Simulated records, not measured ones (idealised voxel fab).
Title: Process Module voxel quadruple lines
Section shown: cut. Width: 270 nm. Cell size: 5 nm, square.
Format of a cross-section: grid, square cells. Given as bands. Order: top down. Band: one or more rows of cells. Band entry format. Leading values: height of top, height of bottom, nm. Remainder: materials in left-to-right order, each with its width in nm. Special words: "edge to edge" on a single material, which then fills the band edge to edge; "blank", empty space. Counting heights begins at 0, where everything beneath is, in the wafer as received, one material. The lowest band has no bottom; it goes on downwards, as "top 0, no bottom" shows. The notation "30->40" denotes a width that varies across the rows of cells in the band, beginning at the first number in the top row, finishing at the second number in the bottom row, and changing by an identical amount from each row to the next. What does "nothing different" mean for a step? It means no cell of the cross-section changed in that step. For the entry "Closed void catalog", the listed items are empty spaces with no open way to the top whose size is 8 cells or more; each item follows the pattern width x height at distance, where distance is from the left edge and all three are in nm. after a step's settings: what the simulator itself notes on the step. The line of a step may include "overlay nm". On a step with a mask, this value is how far to the right of its planned place the mask lay. A negative value means the mask lay to the left.

SO HERE'S THE LINEUP OF PROCESS STEPS WE PLANNED
1: RECEIVE,material Si
2: CONFORMAL_DEP,material SiO2,thk nm 10
3: DIRECTIONAL_DEP,material TiN,thk nm 10
4: DIRECTIONAL_DEP,material polySi,thk nm 15
5: DIRECTIONAL_DEP,material aC,thk nm 20
6: PATTERN,tone cover,mask id MANDREL,material resist,width nm 35,thk nm 30,overlay nm 0
7: DIRECTIONAL_ETCH,etch materials aC,depth nm 20
8: STRIP,etch materials resist
9: CONFORMAL_DEP,material SiO2,thk nm 15
10: DIRECTIONAL_ETCH,etch materials SiO2,depth nm 15
11: STRIP,etch materials aC
12: DIRECTIONAL_ETCH,etch materials polySi,depth nm 15
13: STRIP,etch materials SiO2
14: CONFORMAL_DEP,material SiN,thk nm 10
15: DIRECTIONAL_ETCH,etch materials SiN,depth nm 10
16: STRIP,etch materials polySi
17: DIRECTIONAL_ETCH,etch materials TiN,depth nm 10
18: STRIP,etch materials SiN
19: FILL_DEP,material SiO2,thk nm 5
20: CMP,height nm 20

SO, THE FIRST OF OUR TWO WAFERS, RUN JUST AS WE PLANNED IT

CROSS-SECTION OF THE WAFER AS IT CAME TO US, I.E., ALREADY THROUGH STEP 1
  top 0, no bottom: Si edge to edge
  Closed void catalog: none

THE WAFER, SEEN IN CROSS-SECTION, AFTER STEP 2
  top 10, bottom 0: SiO2 edge to edge
  Below 0, no change.

THE WAFER, SEEN IN CROSS-SECTION, AFTER STEP 3
  top 20, bottom 10: TiN edge to edge
  Below 10, no change.

THE WAFER, SEEN IN CROSS-SECTION, AFTER STEP 4
  top 35, bottom 20: polySi edge to edge
  Below 20, no change.

THE WAFER, SEEN IN CROSS-SECTION, AFTER STEP 5
  top 55, bottom 35: aC edge to edge
  Below 35, no change.

THE WAFER, SEEN IN CROSS-SECTION, AFTER STEP 6
  top 85, bottom 55: blank (115), then resist (35), then blank (120)
  Below 55, no change.

THE WAFER, SEEN IN CROSS-SECTION, AFTER STEP 7
  top 65, bottom 55: blank (115), then resist (35), then blank (120)
  top 55, bottom 35: blank (115), then aC (35), then blank (120)
  Below 35, no change.

THE WAFER, SEEN IN CROSS-SECTION, AFTER STEP 8
  top 55, bottom 35: blank (115), then aC (35), then blank (120)
  Below 35, no change.

THE WAFER, SEEN IN CROSS-SECTION, AFTER STEP 9
  top 70, bottom 55: blank (100), then SiO2 (65), then blank (105)
  top 55, bottom 50: blank (100), then SiO2 (15), then aC (35), then SiO2 (15), then blank (105)
  top 50, bottom 35: SiO2 (115), then aC (35), then SiO2 (120)
  Below 35, no change.

THE WAFER, SEEN IN CROSS-SECTION, AFTER STEP 10
  top 55, bottom 35: blank (100), then SiO2 (15), then aC (35), then SiO2 (15), then blank (105)
  Below 35, no change.

THE WAFER, SEEN IN CROSS-SECTION, AFTER STEP 11
  top 55, bottom 35: blank (100), then SiO2 (15), then blank (35), then SiO2 (15), then blank (105)
  Below 35, no change.

THE WAFER, SEEN IN CROSS-SECTION, AFTER STEP 12
  top 55, bottom 35: blank (100), then SiO2 (15), then blank (35), then SiO2 (15), then blank (105)
  top 35, bottom 20: blank (100), then polySi (15), then blank (35), then polySi (15), then blank (105)
  Below 20, no change.

THE WAFER, SEEN IN CROSS-SECTION, AFTER STEP 13
  top 35, bottom 20: blank (100), then polySi (15), then blank (35), then polySi (15), then blank (105)
  Below 20, no change.

THE WAFER, SEEN IN CROSS-SECTION, AFTER STEP 14
  top 45, bottom 35: blank (90), then SiN (35), then blank (15), then SiN (35), then blank (95)
  top 35, bottom 30: blank (90), then SiN (10), then polySi (15), then SiN (10), then blank (15), then SiN (10), then polySi (15), then SiN (10), then blank (95)
  top 30, bottom 20: SiN (100), then polySi (15), then SiN (35), then polySi (15), then SiN (105)
  Below 20, no change.

THE WAFER, SEEN IN CROSS-SECTION, AFTER STEP 15
  top 35, bottom 20: blank (90), then SiN (10), then polySi (15), then SiN (10), then blank (15), then SiN (10), then polySi (15), then SiN (10), then blank (95)
  Below 20, no change.

THE WAFER, SEEN IN CROSS-SECTION, AFTER STEP 16
  top 35, bottom 20: blank (90), then SiN (10), then blank (15), then SiN (10), then blank (15), then SiN (10), then blank (15), then SiN (10), then blank (95)
  Below 20, no change.

THE WAFER, SEEN IN CROSS-SECTION, AFTER STEP 17
  top 35, bottom 20: blank (90), then SiN (10), then blank (15), then SiN (10), then blank (15), then SiN (10), then blank (15), then SiN (10), then blank (95)
  top 20, bottom 10: blank (90), then TiN (10), then blank (15), then TiN (10), then blank (15), then TiN (10), then blank (15), then TiN (10), then blank (95)
  Below 10, no change.

THE WAFER, SEEN IN CROSS-SECTION, AFTER STEP 18
  top 20, bottom 10: blank (90), then TiN (10), then blank (15), then TiN (10), then blank (15), then TiN (10), then blank (15), then TiN (10), then blank (95)
  Below 10, no change.

THE WAFER, SEEN IN CROSS-SECTION, AFTER STEP 19
  top 25, bottom 20: SiO2 edge to edge
  top 20, bottom 10: SiO2 (90), then TiN (10), then SiO2 (15), then TiN (10), then SiO2 (15), then TiN (10), then SiO2 (15), then TiN (10), then SiO2 (95)
  Below 10, no change.

THE WAFER, SEEN IN CROSS-SECTION, AFTER STEP 20
  top 20, bottom 10: SiO2 (90), then TiN (10), then SiO2 (15), then TiN (10), then SiO2 (15), then TiN (10), then SiO2 (15), then TiN (10), then SiO2 (95)
  Below 10, no change.

SECOND WAFER. START AND PLAN AS FOR THE FIRST. ONE MISTAKE MADE IN RUNNING. AGREES WITH THE FIRST UP TO AND INCLUDING STEP 1

CROSS-SECTION OF THE SECOND WAFER AT THE TIME BY WHICH STEP 2 SHOULD HAVE BEEN COMPLETED ACCORDING TO THE PLAN
  top 10, bottom 0: polySi edge to edge
  Below 0, no change.

CROSS-SECTION OF THE SECOND WAFER AT THE TIME BY WHICH STEP 3 SHOULD HAVE BEEN COMPLETED ACCORDING TO THE PLAN
  top 20, bottom 10: TiN edge to edge
  Below 10, no change.

CROSS-SECTION OF THE SECOND WAFER AT THE TIME BY WHICH STEP 4 SHOULD HAVE BEEN COMPLETED ACCORDING TO THE PLAN
  top 35, bottom 20: polySi edge to edge
  Below 20, no change.

CROSS-SECTION OF THE SECOND WAFER AT THE TIME BY WHICH STEP 5 SHOULD HAVE BEEN COMPLETED ACCORDING TO THE PLAN
  top 55, bottom 35: aC edge to edge
  Below 35, no change.

CROSS-SECTION OF THE SECOND WAFER AT THE TIME BY WHICH STEP 6 SHOULD HAVE BEEN COMPLETED ACCORDING TO THE PLAN
  top 85, bottom 55: blank (115), then resist (35), then blank (120)
  Below 55, no change.

CROSS-SECTION OF THE SECOND WAFER AT THE TIME BY WHICH STEP 7 SHOULD HAVE BEEN COMPLETED ACCORDING TO THE PLAN
  top 65, bottom 55: blank (115), then resist (35), then blank (120)
  top 55, bottom 35: blank (115), then aC (35), then blank (120)
  Below 35, no change.

CROSS-SECTION OF THE SECOND WAFER AT THE TIME BY WHICH STEP 8 SHOULD HAVE BEEN COMPLETED ACCORDING TO THE PLAN
  top 55, bottom 35: blank (115), then aC (35), then blank (120)
  Below 35, no change.

CROSS-SECTION OF THE SECOND WAFER AT THE TIME BY WHICH STEP 9 SHOULD HAVE BEEN COMPLETED ACCORDING TO THE PLAN
  top 70, bottom 55: blank (100), then SiO2 (65), then blank (105)
  top 55, bottom 50: blank (100), then SiO2 (15), then aC (35), then SiO2 (15), then blank (105)
  top 50, bottom 35: SiO2 (115), then aC (35), then SiO2 (120)
  Below 35, no change.

CROSS-SECTION OF THE SECOND WAFER AT THE TIME BY WHICH STEP 10 SHOULD HAVE BEEN COMPLETED ACCORDING TO THE PLAN
  top 55, bottom 35: blank (100), then SiO2 (15), then aC (35), then SiO2 (15), then blank (105)
  Below 35, no change.

CROSS-SECTION OF THE SECOND WAFER AT THE TIME BY WHICH STEP 11 SHOULD HAVE BEEN COMPLETED ACCORDING TO THE PLAN
  top 55, bottom 35: blank (100), then SiO2 (15), then blank (35), then SiO2 (15), then blank (105)
  Below 35, no change.

CROSS-SECTION OF THE SECOND WAFER AT THE TIME BY WHICH STEP 12 SHOULD HAVE BEEN COMPLETED ACCORDING TO THE PLAN
  top 55, bottom 35: blank (100), then SiO2 (15), then blank (35), then SiO2 (15), then blank (105)
  top 35, bottom 20: blank (100), then polySi (15), then blank (35), then polySi (15), then blank (105)
  Below 20, no change.

CROSS-SECTION OF THE SECOND WAFER AT THE TIME BY WHICH STEP 13 SHOULD HAVE BEEN COMPLETED ACCORDING TO THE PLAN
  top 35, bottom 20: blank (100), then polySi (15), then blank (35), then polySi (15), then blank (105)
  Below 20, no change.

CROSS-SECTION OF THE SECOND WAFER AT THE TIME BY WHICH STEP 14 SHOULD HAVE BEEN COMPLETED ACCORDING TO THE PLAN
  top 45, bottom 35: blank (90), then SiN (35), then blank (15), then SiN (35), then blank (95)
  top 35, bottom 30: blank (90), then SiN (10), then polySi (15), then SiN (10), then blank (15), then SiN (10), then polySi (15), then SiN (10), then blank (95)
  top 30, bottom 20: SiN (100), then polySi (15), then SiN (35), then polySi (15), then SiN (105)
  Below 20, no change.

CROSS-SECTION OF THE SECOND WAFER AT THE TIME BY WHICH STEP 15 SHOULD HAVE BEEN COMPLETED ACCORDING TO THE PLAN
  top 35, bottom 20: blank (90), then SiN (10), then polySi (15), then SiN (10), then blank (15), then SiN (10), then polySi (15), then SiN (10), then blank (95)
  Below 20, no change.

CROSS-SECTION OF THE SECOND WAFER AT THE TIME BY WHICH STEP 16 SHOULD HAVE BEEN COMPLETED ACCORDING TO THE PLAN
  top 35, bottom 20: blank (90), then SiN (10), then blank (15), then SiN (10), then blank (15), then SiN (10), then blank (15), then SiN (10), then blank (95)
  Below 20, no change.

CROSS-SECTION OF THE SECOND WAFER AT THE TIME BY WHICH STEP 17 SHOULD HAVE BEEN COMPLETED ACCORDING TO THE PLAN
  top 35, bottom 20: blank (90), then SiN (10), then blank (15), then SiN (10), then blank (15), then SiN (10), then blank (15), then SiN (10), then blank (95)
  top 20, bottom 10: blank (90), then TiN (10), then blank (15), then TiN (10), then blank (15), then TiN (10), then blank (15), then TiN (10), then blank (95)
  Below 10, no change.

CROSS-SECTION OF THE SECOND WAFER AT THE TIME BY WHICH STEP 18 SHOULD HAVE BEEN COMPLETED ACCORDING TO THE PLAN
  top 20, bottom 10: blank (90), then TiN (10), then blank (15), then TiN (10), then blank (15), then TiN (10), then blank (15), then TiN (10), then blank (95)
  Below 10, no change.

CROSS-SECTION OF THE SECOND WAFER AT THE TIME BY WHICH STEP 19 SHOULD HAVE BEEN COMPLETED ACCORDING TO THE PLAN
  top 25, bottom 20: SiO2 edge to edge
  top 20, bottom 10: SiO2 (90), then TiN (10), then SiO2 (15), then TiN (10), then SiO2 (15), then TiN (10), then SiO2 (15), then TiN (10), then SiO2 (95)
  Below 10, no change.

CROSS-SECTION OF THE SECOND WAFER AT THE TIME BY WHICH STEP 20 SHOULD HAVE BEEN COMPLETED ACCORDING TO THE PLAN
  top 20, bottom 10: SiO2 (90), then TiN (10), then SiO2 (15), then TiN (10), then SiO2 (15), then TiN (10), then SiO2 (15), then TiN (10), then SiO2 (95)
  Below 10, no change.
Finding, execution versus plan: contrary to plan, step 2 was performed as CONFORMAL_DEP,material polySi,thk nm 10
The final cell counts differ between the wafers, with the second having more or fewer of some materials than the first: SiO2 -108 | polySi +108
